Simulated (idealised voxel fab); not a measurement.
Presented below is a process module, voxel self aligned contacts.
We display cut, a cross-section 185 nm in width whose square cells are each 5 nm.
A cross-section is written here as square cells arranged in a grid, and it is given in bands from the top down, each band taking up one or more rows of cells. Top height, bottom height, nm. Materials left to right, width each, nm. Single material + "edge to edge" = fills band edge to edge. "blank" = empty. All heights in this document are referenced to 0, defined as the level beneath which the wafer, as received, consists entirely of one material. The lowest band is not bounded below; it extends indefinitely downward and is written in the form "0..down". Width spec "30 to 40" -> top row of cells at first value, bottom row at second value, equal per-row change in between. "nothing got changed" for a step: no cell of the cross-section changed in that step. For the entry "Closed void table", the listed items are empty spaces with no open way to the top whose size is 8 cells or more; each item follows the pattern width x height at distance, where distance is from the left edge and all three are in nm. It should be noted that, on the line of a given step, the content following the step's settings is a remark produced by the simulator itself with respect to that step. The setting "overlay nm" may be written on the line of a step. When the step uses a mask, the value reports how far to the right of the planned place the mask lay, and a negative value reports that it lay to the left.
-- The process steps that were planned are listed below
1 RECEIVE (material Si)
2 OXIDIZE (depth nm 5)
3 DIRECTIONAL_DEP (material polySi; thk nm 25)
4 DIRECTIONAL_DEP (material SiN; thk nm 20)
5 MASKED_ETCH (tone cover; mask id GATE; width nm 35; pitch nm 80; etch materials SiN; depth nm 20; overlay nm 0)
6 MASKED_ETCH (tone cover; mask id GATE; width nm 35; pitch nm 80; etch materials polySi; depth nm 25; overlay nm 0)
7 CONFORMAL_DEP (material SiN; thk nm 10)
8 DIRECTIONAL_ETCH (etch materials SiN; depth nm 10)
9 FILL_DEP (material SiO2; thk nm 20)
10 CMP (height nm 55)
11 PATTERN (tone open; mask id CONTACT; material resist; width nm 55; thk nm 15; overlay nm 0)
12 DIRECTIONAL_ETCH (etch materials SiO2; depth nm 60)
13 STRIP (etch materials resist)
14 CONFORMAL_DEP (material TiN; thk nm 5)
15 FILL_DEP (material Ru; thk nm 10)
16 CMP (height nm 55)
17 CONFORMAL_DEP (material SiCN; thk nm 5)
-- The first of a set of two wafers, run to plan
-- Cross-section: wafer on arrival = after step 1
- 0..down | Si edge to edge
- Closed void table: none
-- State of the wafer after step 2, shown in cross-section
- 0..-5 | SiO2 edge to edge
- Under -5: no change, same as before.
-- State of the wafer after step 3, shown in cross-section
- 25..0 | polySi edge to edge
- Under 0: no change, same as before.
-- State of the wafer after step 4, shown in cross-section
- 45..25 | SiN edge to edge
- Under 25: no change, same as before.
-- State of the wafer after step 5, shown in cross-section
- 45..25 | 35 nm blank; 35 nm SiN; 45 nm blank; 35 nm SiN; 35 nm blank
- Under 25: no change, same as before.
-- State of the wafer after step 6, shown in cross-section
- 45..25 | 35 nm blank; 35 nm SiN; 45 nm blank; 35 nm SiN; 35 nm blank
- 25..0 | 35 nm blank; 35 nm polySi; 45 nm blank; 35 nm polySi; 35 nm blank
- Under 0: no change, same as before.
-- State of the wafer after step 7, shown in cross-section
- 55..25 | 25 nm blank; 55 nm SiN; 25 nm blank; 55 nm SiN; 25 nm blank
- 25..10 | 25 nm blank; 10 nm SiN; 35 nm polySi; 10 nm SiN; 25 nm blank; 10 nm SiN; 35 nm polySi; 10 nm SiN; 25 nm blank
- 10..0 | 35 nm SiN; 35 nm polySi; 45 nm SiN; 35 nm polySi; 35 nm SiN
- Under 0: no change, same as before.
-- State of the wafer after step 8, shown in cross-section
- 45..25 | 25 nm blank; 55 nm SiN; 25 nm blank; 55 nm SiN; 25 nm blank
- 25..0 | 25 nm blank; 10 nm SiN; 35 nm polySi; 10 nm SiN; 25 nm blank; 10 nm SiN; 35 nm polySi; 10 nm SiN; 25 nm blank
- Under 0: no change, same as before.
-- State of the wafer after step 9, shown in cross-section
- 65..45 | SiO2 edge to edge
- 45..25 | 25 nm SiO2; 55 nm SiN; 25 nm SiO2; 55 nm SiN; 25 nm SiO2
- 25..0 | 25 nm SiO2; 10 nm SiN; 35 nm polySi; 10 nm SiN; 25 nm SiO2; 10 nm SiN; 35 nm polySi; 10 nm SiN; 25 nm SiO2
- Under 0: no change, same as before.
-- State of the wafer after step 10, shown in cross-section
- 55..45 | SiO2 edge to edge
- Under 45: no change, same as before.
-- State of the wafer after step 11, shown in cross-section
- 70..55 | 65 nm resist; 55 nm blank; 65 nm resist
- Under 55: no change, same as before.
-- State of the wafer after step 12, shown in cross-section
- 70..55 | 65 nm resist; 55 nm blank; 65 nm resist
- 55..45 | 65 nm SiO2; 55 nm blank; 65 nm SiO2
- 45..25 | 25 nm SiO2; 55 nm SiN; 25 nm blank; 55 nm SiN; 25 nm SiO2
- 25..0 | 25 nm SiO2; 10 nm SiN; 35 nm polySi; 10 nm SiN; 25 nm blank; 10 nm SiN; 35 nm polySi; 10 nm SiN; 25 nm SiO2
- 0..-5 | 80 nm SiO2; 25 nm blank; 80 nm SiO2
- Under -5: no change, same as before.
-- State of the wafer after step 13, shown in cross-section
- 55..45 | 65 nm SiO2; 55 nm blank; 65 nm SiO2
- Under 45: no change, same as before.
-- State of the wafer after step 14, shown in cross-section
- 60..55 | 70 nm TiN; 45 nm blank; 70 nm TiN
- 55..45 | 65 nm SiO2; 5 to 20 nm TiN; 45 to 15 nm blank; 5 to 20 nm TiN; 65 nm SiO2
- 45..25 | 25 nm SiO2; 55 nm SiN; 5 nm TiN; 15 nm blank; 5 nm TiN; 55 nm SiN; 25 nm SiO2
- 25..0 | 25 nm SiO2; 10 nm SiN; 35 nm polySi; 10 nm SiN; 5 nm TiN; 15 nm blank; 5 nm TiN; 10 nm SiN; 35 nm polySi; 10 nm SiN; 25 nm SiO2
- 0..-5 | 80 nm SiO2; 25 nm TiN; 80 nm SiO2
- Under -5: no change, same as before.
-- State of the wafer after step 15, shown in cross-section
- 70..60 | Ru edge to edge
- 60..55 | 70 nm TiN; 45 nm Ru; 70 nm TiN
- 55..45 | 65 nm SiO2; 5 to 20 nm TiN; 45 to 15 nm Ru; 5 to 20 nm TiN; 65 nm SiO2
- 45..25 | 25 nm SiO2; 55 nm SiN; 5 nm TiN; 15 nm Ru; 5 nm TiN; 55 nm SiN; 25 nm SiO2
- 25..0 | 25 nm SiO2; 10 nm SiN; 35 nm polySi; 10 nm SiN; 5 nm TiN; 15 nm Ru; 5 nm TiN; 10 nm SiN; 35 nm polySi; 10 nm SiN; 25 nm SiO2
- Under 0: no change, same as before.
-- State of the wafer after step 16, shown in cross-section
- 55..45 | 65 nm SiO2; 5 to 20 nm TiN; 45 to 15 nm Ru; 5 to 20 nm TiN; 65 nm SiO2
- Under 45: no change, same as before.
-- State of the wafer after step 17, shown in cross-section
- 60..55 | SiCN edge to edge
- Under 55: no change, same as before.
-- The second wafer was prepared from the same starting point and under the same plan as the first; its processing contained one mistake, and it remains indistinguishable from the first wafer up to and including step 3
-- At the planned end of step 4, the second wafer in cross-section
- 65..25 | SiN edge to edge
- Under 25: no change, same as before.
-- At the planned end of step 5, the second wafer in cross-section
- 65..45 | 35 nm blank; 35 nm SiN; 45 nm blank; 35 nm SiN; 35 nm blank
- Under 45: no change, same as before.
At the planned end of step 6, the second wafer in cross-section: nothing got changed
-- At the planned end of step 7, the second wafer in cross-section
- 75..55 | 25 nm blank; 55 nm SiN; 25 nm blank; 55 nm SiN; 25 nm blank
- 55..25 | SiN edge to edge
- Under 25: no change, same as before.
-- At the planned end of step 8, the second wafer in cross-section
- 65..45 | 25 nm blank; 55 nm SiN; 25 nm blank; 55 nm SiN; 25 nm blank
- Under 45: no change, same as before.
-- At the planned end of step 9, the second wafer in cross-section
- 85..65 | SiO2 edge to edge
- 65..45 | 25 nm SiO2; 55 nm SiN; 25 nm SiO2; 55 nm SiN; 25 nm SiO2
- Under 45: no change, same as before.
-- At the planned end of step 10, the second wafer in cross-section
- 55..45 | 25 nm SiO2; 55 nm SiN; 25 nm SiO2; 55 nm SiN; 25 nm SiO2
- Under 45: no change, same as before.
-- At the planned end of step 11, the second wafer in cross-section
- 70..55 | 65 nm resist; 55 nm blank; 65 nm resist
- Under 55: no change, same as before.
-- At the planned end of step 12, the second wafer in cross-section
- 70..55 | 65 nm resist; 55 nm blank; 65 nm resist
- 55..45 | 25 nm SiO2; 55 nm SiN; 25 nm blank; 55 nm SiN; 25 nm SiO2
- Under 45: no change, same as before.
-- At the planned end of step 13, the second wafer in cross-section
- 55..45 | 25 nm SiO2; 55 nm SiN; 25 nm blank; 55 nm SiN; 25 nm SiO2
- Under 45: no change, same as before.
-- At the planned end of step 14, the second wafer in cross-section
- 60..55 | 85 nm TiN; 15 nm blank; 85 nm TiN
- 55..50 | 25 nm SiO2; 55 nm SiN; 5 nm TiN; 15 nm blank; 5 nm TiN; 55 nm SiN; 25 nm SiO2
- 50..45 | 25 nm SiO2; 55 nm SiN; 25 nm TiN; 55 nm SiN; 25 nm SiO2
- Under 45: no change, same as before.
-- At the planned end of step 15, the second wafer in cross-section
- 70..60 | Ru edge to edge
- 60..55 | 85 nm TiN; 15 nm Ru; 85 nm TiN
- 55..50 | 25 nm SiO2; 55 nm SiN; 5 nm TiN; 15 nm Ru; 5 nm TiN; 55 nm SiN; 25 nm SiO2
- Under 50: no change, same as before.
-- At the planned end of step 16, the second wafer in cross-section
- 55..50 | 25 nm SiO2; 55 nm SiN; 5 nm TiN; 15 nm Ru; 5 nm TiN; 55 nm SiN; 25 nm SiO2
- Under 50: no change, same as before.
-- At the planned end of step 17, the second wafer in cross-section
- 60..55 | SiCN edge to edge
- Under 55: no change, same as before.
The mistake made against the process plan was this: plan step 4 ran twice
Upon completion, the second wafer contains, in terms of cells, a greater or smaller amount of certain materials than the first wafer: -36 Ru, +64 SiN, -117 SiO2, -26 TiN, +115 polySi
